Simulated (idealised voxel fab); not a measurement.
process module | voxel self aligned vias
cross-section cut | 255 nm wide | cells 5 nm
A cross-section is a grid of square cells, given in bands from the top down. A band is one or more rows of cells.
Each band's line starts with the height of the band's top and of its bottom, in nm. Then come its materials from left to right, each with its width in nm. One material with "throughout" fills the band from edge to edge. "air" is empty space.
Height 0 is the level under which the wafer as received is all one material. The lowest band goes on downwards, as in "0 down".
A width such as "30 to 40" changes by the same amount from each row of cells to the next, from the band's top row to its bottom row.
"no change" after a step means that no cell of the cross-section changed.
closed voids: empty space of 8 cells or more with no open way to the top, each as width x height at its distance from the left edge, in nm
after a step's settings: what the simulator itself notes on the step
overlay nm, on a step with a mask: how far to the right of its planned place the mask lay; to the left if negative
plan
1 op RECEIVE | material Si
2 op CONFORMAL_DEP | material SiO2 | thk nm 15
3 op CONFORMAL_DEP | material SiCN | thk nm 5
4 op DIRECTIONAL_DEP | material lowk | thk nm 25
5 op PATTERN | tone open | mask id LINES | material resist | width nm 30 | pitch nm 70 | thk nm 15 | overlay nm 0
6 op DIRECTIONAL_ETCH | etch materials lowk | depth nm 25
7 op STRIP | etch materials resist
8 op CONFORMAL_DEP | material TiN | thk nm 5
9 op FILL_DEP | material W | thk nm 10
10 op CMP | height nm 45
11 op SELECTIVE_ETCH | etch materials W Ru TiN | depth nm 5
12 op FILL_DEP | material SiN | thk nm 5
13 op CMP | height nm 45
14 op DIRECTIONAL_DEP | material lowk | thk nm 15
15 op DIRECTIONAL_DEP | material aC | thk nm 15
16 op PATTERN | tone open | mask id VIAS | material resist | width nm 50 | pitch nm 70 | thk nm 30 | overlay nm 0
17 op DIRECTIONAL_ETCH | etch materials aC | depth nm 15
18 op STRIP | etch materials resist
19 op DIRECTIONAL_ETCH | etch materials lowk | depth nm 15
20 op DIRECTIONAL_ETCH | etch materials SiN | depth nm 5
21 op STRIP | etch materials aC
22 op CONFORMAL_DEP | material TiN | thk nm 5
23 op FILL_DEP | material Cu | thk nm 10
24 op CMP | height nm 60
25 op CONFORMAL_DEP | material SiN | thk nm 5
as received, after step 1
  0 down: Si throughout
  closed voids: none
a wafer at the end: this start, this plan, one mistake
  65 to 60: SiN throughout
  60 to 50: lowk 65 | TiN 5 | Cu 40 | TiN 5 | lowk 20 | TiN 5 | Cu 40 | TiN 5 | lowk 70
  50 to 45: lowk 65 | TiN 15 | Cu 25 | TiN 10 | lowk 20 | TiN 15 | Cu 25 | TiN 10 | lowk 70
  45 to 40: lowk 75 | TiN 35 | lowk 35 | TiN 35 | lowk 75
  40 to 25: lowk 75 | TiN 5 | W 25 | TiN 5 | lowk 35 | TiN 5 | W 25 | TiN 5 | lowk 75
  25 to 20: lowk 75 | TiN 35 | lowk 35 | TiN 35 | lowk 75
  20 to 15: SiCN throughout
  15 to 0: SiO2 throughout
  0 down: Si throughout
  closed voids: none
what went wrong: step 5 ran as: op PATTERN | tone open | mask id LINES | material resist | width nm 35 | pitch nm 70 | thk nm 15 | overlay nm 0
